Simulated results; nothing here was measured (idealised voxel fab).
process module | voxel wiring stack
cross-section cut | 240 nm wide | cells 5 nm
A cross-section is a grid of square cells, given in bands from the top down. A band is one or more rows of cells.
Each band's line starts with the height of the band's top and of its bottom, in nm. Then come its materials from left to right, each with its width in nm. One material with "throughout" fills the band from edge to edge. "air" is empty space.
Height 0 is the level under which the wafer as received is all one material. The lowest band goes on downwards, as in "0 down".
A width such as "30 to 40" changes by the same amount from each row of cells to the next, from the band's top row to its bottom row.
"no change" after a step means that no cell of the cross-section changed.
closed voids: empty space of 8 cells or more with no open way to the top, each as width x height at its distance from the left edge, in nm
after a step's settings: what the simulator itself notes on the step
overlay nm, on a step with a mask: how far to the right of its planned place the mask lay; to the left if negative
plan
1 op RECEIVE | material Si
2 op CONFORMAL_DEP | material SiO2 | thk nm 10
3 op DIRECTIONAL_DEP | material TiN | thk nm 5
4 op DIRECTIONAL_DEP | material W | thk nm 25
5 op DIRECTIONAL_DEP | material aC | thk nm 15
6 op PATTERN | tone cover | mask id METAL_1 | material resist | width nm 25 | pitch nm 40 | thk nm 30 | overlay nm 0
7 op DIRECTIONAL_ETCH | etch materials aC | depth nm 15
8 op STRIP | etch materials resist
9 op DIRECTIONAL_ETCH | etch materials W | depth nm 25
10 op DIRECTIONAL_ETCH | etch materials TiN | depth nm 5
11 op STRIP | etch materials aC
12 op CONFORMAL_DEP | material SiCN | thk nm 5
13 op FILL_DEP | material lowk | thk nm 5
14 op CMP | height nm 40
15 op CONFORMAL_DEP | material SiCN | thk nm 5
16 op DIRECTIONAL_DEP | material SiO2 | thk nm 20
17 op MASKED_ETCH | tone open | mask id PLUG_1 | width nm 15 | pitch nm 80 | etch materials SiO2 | depth nm 20 | overlay nm 0
18 op MASKED_ETCH | tone open | mask id PLUG_1 | width nm 15 | pitch nm 80 | etch materials SiCN | depth nm 5 | overlay nm 0
19 op EPI | material Ru | thk nm 10
20 op EPI | material Ru | thk nm 10
21 op EPI | material Ru | thk nm 5
22 op CONFORMAL_DEP | material SiN | thk nm 5
23 op DIRECTIONAL_DEP | material lowk | thk nm 20
24 op DIRECTIONAL_DEP | material aC | thk nm 15
25 op PATTERN | tone open | mask id METAL_2 | material resist | width nm 25 | pitch nm 40 | thk nm 35 | overlay nm 0
26 op DIRECTIONAL_ETCH | etch materials aC | depth nm 15
27 op STRIP | etch materials resist
28 op DIRECTIONAL_ETCH | etch materials lowk | depth nm 20
29 op DIRECTIONAL_ETCH | etch materials SiN | depth nm 5
30 op STRIP | etch materials aC
31 op CONFORMAL_DEP | material TiN | thk nm 5
32 op FILL_DEP | material Cu | thk nm 10
33 op CMP | height nm 90
34 op EPI | material Ru | thk nm 5
35 op FILL_DEP | material SiCN | thk nm 5
first wafer, as planned
as received, after step 1
  0 down: Si throughout
  closed voids: none
after step 2
  10 to 0: SiO2 throughout
  below 0: unchanged
after step 3
  15 to 10: TiN throughout
  below 10: unchanged
after step 4
  40 to 15: W throughout
  below 15: unchanged
after step 5
  55 to 40: aC throughout
  below 40: unchanged
after step 6
  85 to 55: air 45 | resist 25 | air 15 | resist 25 | air 15 | resist 25 | air 15 | resist 25 | air 50
  below 55: unchanged
after step 7
  70 to 55: air 45 | resist 25 | air 15 | resist 25 | air 15 | resist 25 | air 15 | resist 25 | air 50
  55 to 40: air 45 | aC 25 | air 15 | aC 25 | air 15 | aC 25 | air 15 | aC 25 | air 50
  below 40: unchanged
after step 8
  55 to 40: air 45 | aC 25 | air 15 | aC 25 | air 15 | aC 25 | air 15 | aC 25 | air 50
  below 40: unchanged
after step 9
  55 to 40: air 45 | aC 25 | air 15 | aC 25 | air 15 | aC 25 | air 15 | aC 25 | air 50
  40 to 15: air 45 | W 25 | air 15 | W 25 | air 15 | W 25 | air 15 | W 25 | air 50
  below 15: unchanged
after step 10
  55 to 40: air 45 | aC 25 | air 15 | aC 25 | air 15 | aC 25 | air 15 | aC 25 | air 50
  40 to 15: air 45 | W 25 | air 15 | W 25 | air 15 | W 25 | air 15 | W 25 | air 50
  15 to 10: air 45 | TiN 25 | air 15 | TiN 25 | air 15 | TiN 25 | air 15 | TiN 25 | air 50
  below 10: unchanged
after step 11
  40 to 15: air 45 | W 25 | air 15 | W 25 | air 15 | W 25 | air 15 | W 25 | air 50
  below 15: unchanged
after step 12
  45 to 40: air 40 | SiCN 35 | air 5 | SiCN 35 | air 5 | SiCN 35 | air 5 | SiCN 35 | air 45
  40 to 15: air 40 | SiCN 5 | W 25 | SiCN 5 | air 5 | SiCN 5 | W 25 | SiCN 5 | air 5 | SiCN 5 | W 25 | SiCN 5 | air 5 | SiCN 5 | W 25 | SiCN 5 | air 45
  15 to 10: SiCN 45 | TiN 25 | SiCN 15 | TiN 25 | SiCN 15 | TiN 25 | SiCN 15 | TiN 25 | SiCN 50
  below 10: unchanged
after step 13
  50 to 45: lowk throughout
  45 to 40: lowk 40 | SiCN 35 | lowk 5 | SiCN 35 | lowk 5 | SiCN 35 | lowk 5 | SiCN 35 | lowk 45
  40 to 15: lowk 40 | SiCN 5 | W 25 | SiCN 5 | lowk 5 | SiCN 5 | W 25 | SiCN 5 | lowk 5 | SiCN 5 | W 25 | SiCN 5 | lowk 5 | SiCN 5 | W 25 | SiCN 5 | lowk 45
  below 15: unchanged
after step 14
  40 to 15: lowk 40 | SiCN 5 | W 25 | SiCN 5 | lowk 5 | SiCN 5 | W 25 | SiCN 5 | lowk 5 | SiCN 5 | W 25 | SiCN 5 | lowk 5 | SiCN 5 | W 25 | SiCN 5 | lowk 45
  below 15: unchanged
after step 15
  45 to 40: SiCN throughout
  below 40: unchanged
after step 16
  65 to 45: SiO2 throughout
  below 45: unchanged
after step 17
  65 to 45: SiO2 45 | air 15 | SiO2 65 | air 15 | SiO2 100
  below 45: unchanged
after step 18
  65 to 45: SiO2 45 | air 15 | SiO2 65 | air 15 | SiO2 100
  45 to 40: SiCN 45 | air 15 | SiCN 65 | air 15 | SiCN 100
  below 40: unchanged
after step 19
  65 to 50: SiO2 45 | air 15 | SiO2 65 | air 15 | SiO2 100
  50 to 45: SiO2 45 | Ru 15 | SiO2 65 | Ru 15 | SiO2 100
  45 to 40: SiCN 45 | Ru 15 | SiCN 65 | Ru 15 | SiCN 100
  below 40: unchanged
after step 20
  65 to 60: SiO2 45 | air 15 | SiO2 65 | air 15 | SiO2 100
  60 to 45: SiO2 45 | Ru 15 | SiO2 65 | Ru 15 | SiO2 100
  below 45: unchanged
after step 21
  65 to 45: SiO2 45 | Ru 15 | SiO2 65 | Ru 15 | SiO2 100
  below 45: unchanged
after step 22
  70 to 65: SiN throughout
  below 65: unchanged
after step 23
  90 to 70: lowk throughout
  below 70: unchanged
after step 24
  105 to 90: aC throughout
  below 90: unchanged
after step 25
  140 to 105: resist 45 | air 25 | resist 15 | air 25 | resist 15 | air 25 | resist 15 | air 25 | resist 50
  below 105: unchanged
after step 26
  125 to 105: resist 45 | air 25 | resist 15 | air 25 | resist 15 | air 25 | resist 15 | air 25 | resist 50
  105 to 90: aC 45 | air 25 | aC 15 | air 25 | aC 15 | air 25 | aC 15 | air 25 | aC 50
  below 90: unchanged
after step 27
  105 to 90: aC 45 | air 25 | aC 15 | air 25 | aC 15 | air 25 | aC 15 | air 25 | aC 50
  below 90: unchanged
after step 28
  105 to 90: aC 45 | air 25 | aC 15 | air 25 | aC 15 | air 25 | aC 15 | air 25 | aC 50
  90 to 70: lowk 45 | air 25 | lowk 15 | air 25 | lowk 15 | air 25 | lowk 15 | air 25 | lowk 50
  below 70: unchanged
after step 29
  105 to 90: aC 45 | air 25 | aC 15 | air 25 | aC 15 | air 25 | aC 15 | air 25 | aC 50
  90 to 70: lowk 45 | air 25 | lowk 15 | air 25 | lowk 15 | air 25 | lowk 15 | air 25 | lowk 50
  70 to 65: SiN 45 | air 25 | SiN 15 | air 25 | SiN 15 | air 25 | SiN 15 | air 25 | SiN 50
  below 65: unchanged
after step 30
  90 to 70: lowk 45 | air 25 | lowk 15 | air 25 | lowk 15 | air 25 | lowk 15 | air 25 | lowk 50
  below 70: unchanged
after step 31
  95 to 90: TiN 50 | air 15 | TiN 25 | air 15 | TiN 25 | air 15 | TiN 25 | air 15 | TiN 55
  90 to 70: lowk 45 | TiN 5 | air 15 | TiN 5 | lowk 15 | TiN 5 | air 15 | TiN 5 | lowk 15 | TiN 5 | air 15 | TiN 5 | lowk 15 | TiN 5 | air 15 | TiN 5 | lowk 50
  70 to 65: SiN 45 | TiN 25 | SiN 15 | TiN 25 | SiN 15 | TiN 25 | SiN 15 | TiN 25 | SiN 50
  below 65: unchanged
after step 32
  105 to 95: Cu throughout
  95 to 90: TiN 50 | Cu 15 | TiN 25 | Cu 15 | TiN 25 | Cu 15 | TiN 25 | Cu 15 | TiN 55
  90 to 70: lowk 45 | TiN 5 | Cu 15 | TiN 5 | lowk 15 | TiN 5 | Cu 15 | TiN 5 | lowk 15 | TiN 5 | Cu 15 | TiN 5 | lowk 15 | TiN 5 | Cu 15 | TiN 5 | lowk 50
  below 70: unchanged
after step 33
  90 to 70: lowk 45 | TiN 5 | Cu 15 | TiN 5 | lowk 15 | TiN 5 | Cu 15 | TiN 5 | lowk 15 | TiN 5 | Cu 15 | TiN 5 | lowk 15 | TiN 5 | Cu 15 | TiN 5 | lowk 50
  below 70: unchanged
after step 34
  95 to 90: air 40 | Ru 35 | air 5 | Ru 35 | air 5 | Ru 35 | air 5 | Ru 35 | air 45
  below 90: unchanged
after step 35
  100 to 95: SiCN throughout
  95 to 90: SiCN 40 | Ru 35 | SiCN 5 | Ru 35 | SiCN 5 | Ru 35 | SiCN 5 | Ru 35 | SiCN 45
  below 90: unchanged
second wafer: like start, like plan, one mistake. Through step 34 it matches the first wafer
when step 35 should have ended
  110 to 95: SiCN throughout
  95 to 90: SiCN 40 | Ru 35 | SiCN 5 | Ru 35 | SiCN 5 | Ru 35 | SiCN 5 | Ru 35 | SiCN 45
  below 90: unchanged
what went wrong: step 35 ran as: op FILL_DEP | material SiCN | thk nm 15
at the end the second wafer has, in cells: 96 more of SiCN
